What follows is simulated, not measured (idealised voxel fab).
The document below concerns the process module designated voxel self aligned vias.
Cross-section cut: width 190 nm, square cells of 5 nm.
Format of a cross-section: grid, square cells. Given as bands. Order: top down. Band: one or more rows of cells.
Top, bottom (nm), then materials left to right with widths (nm); lone material tagged "all across" fills the whole band edge to edge; "blank" = empty space.
Height reference: 0 = level under which incoming wafer is all one material. Lowest band: no bottom, runs on downward, e.g. "0 and below".
A two-number width, for instance "30 to 40", indicates that the width is equal to the first number in the top row of the band and to the second number in the bottom row, and that it changes by a constant amount per row of cells.
Key: "everything unchanged" - step with no changed cell in the cross-section.
"Voids, fully enclosed" - sealed voids, min. 8 cells, no opening to top; format: width x height at distance (distance from left edge; nm throughout).
On a step's line, text after the settings is the simulator commenting on that step.
overlay nm: step with mask; distance mask lay right of planned place; negative value = left of planned place.
**Intended process steps**
step 1: RECEIVE with material Si
step 2: CONFORMAL_DEP with material SiO2, thk nm 10
step 3: CONFORMAL_DEP with material SiCN, thk nm 5
step 4: DIRECTIONAL_DEP with material lowk, thk nm 30
step 5: DIRECTIONAL_DEP with material aC, thk nm 10
step 6: PATTERN with tone open, mask id LINES, material resist, width nm 30, pitch nm 80, thk nm 25, overlay nm 0
step 7: DIRECTIONAL_ETCH with etch materials aC, depth nm 10
step 8: STRIP with etch materials resist
step 9: DIRECTIONAL_ETCH with etch materials lowk, depth nm 30
step 10: STRIP with etch materials aC
step 11: CONFORMAL_DEP with material TiN, thk nm 5
step 12: FILL_DEP with material Ru, thk nm 5
step 13: CMP with height nm 45
step 14: SELECTIVE_ETCH with etch materials W Ru TiN, depth nm 10
step 15: FILL_DEP with material SiN, thk nm 5
step 16: CMP with height nm 45
step 17: DIRECTIONAL_DEP with material lowk, thk nm 20
step 18: DIRECTIONAL_DEP with material aC, thk nm 10
step 19: PATTERN with tone open, mask id VIAS, material resist, width nm 50, pitch nm 80, thk nm 25, overlay nm 0
step 20: DIRECTIONAL_ETCH with etch materials aC, depth nm 10
step 21: STRIP with etch materials resist
step 22: DIRECTIONAL_ETCH with etch materials lowk, depth nm 20
step 23: DIRECTIONAL_ETCH with etch materials SiN, depth nm 10
step 24: STRIP with etch materials aC
step 25: CONFORMAL_DEP with material TiN, thk nm 5
step 26: FILL_DEP with material W, thk nm 5
step 27: CMP with height nm 65
step 28: CONFORMAL_DEP with material SiCN, thk nm 5
**Cross-section: wafer on arrival = after step 1**
- 0 and below = Si all across
- Voids, fully enclosed: none
**End-of-module cross-section. Starting structure and process plan as above; one mistake made in running it**
- 70 down to 65 = SiCN all across
- 65 down to 40 = 30 lowk, 5 TiN, 40 W, 5 TiN, 30 lowk, 5 TiN, 40 W, 5 TiN, 30 lowk
- 40 down to 35 = 30 lowk, 50 TiN, 30 lowk, 50 TiN, 30 lowk
- 35 down to 25 = 30 lowk, 15 TiN, 20 Ru, 15 TiN, 30 lowk, 15 TiN, 20 Ru, 15 TiN, 30 lowk
- 25 down to 20 = 40 lowk, 5 TiN, 20 Ru, 5 TiN, 50 lowk, 5 TiN, 20 Ru, 5 TiN, 40 lowk
- 20 down to 15 = 40 lowk, 30 TiN, 50 lowk, 30 TiN, 40 lowk
- 15 down to 10 = SiCN all across
- 10 down to 0 = SiO2 all across
- 0 and below = Si all across
- Voids, fully enclosed: none
It is concluded that the wafer was processed incorrectly with respect to the plan, in that the plan had its step 22 run twice
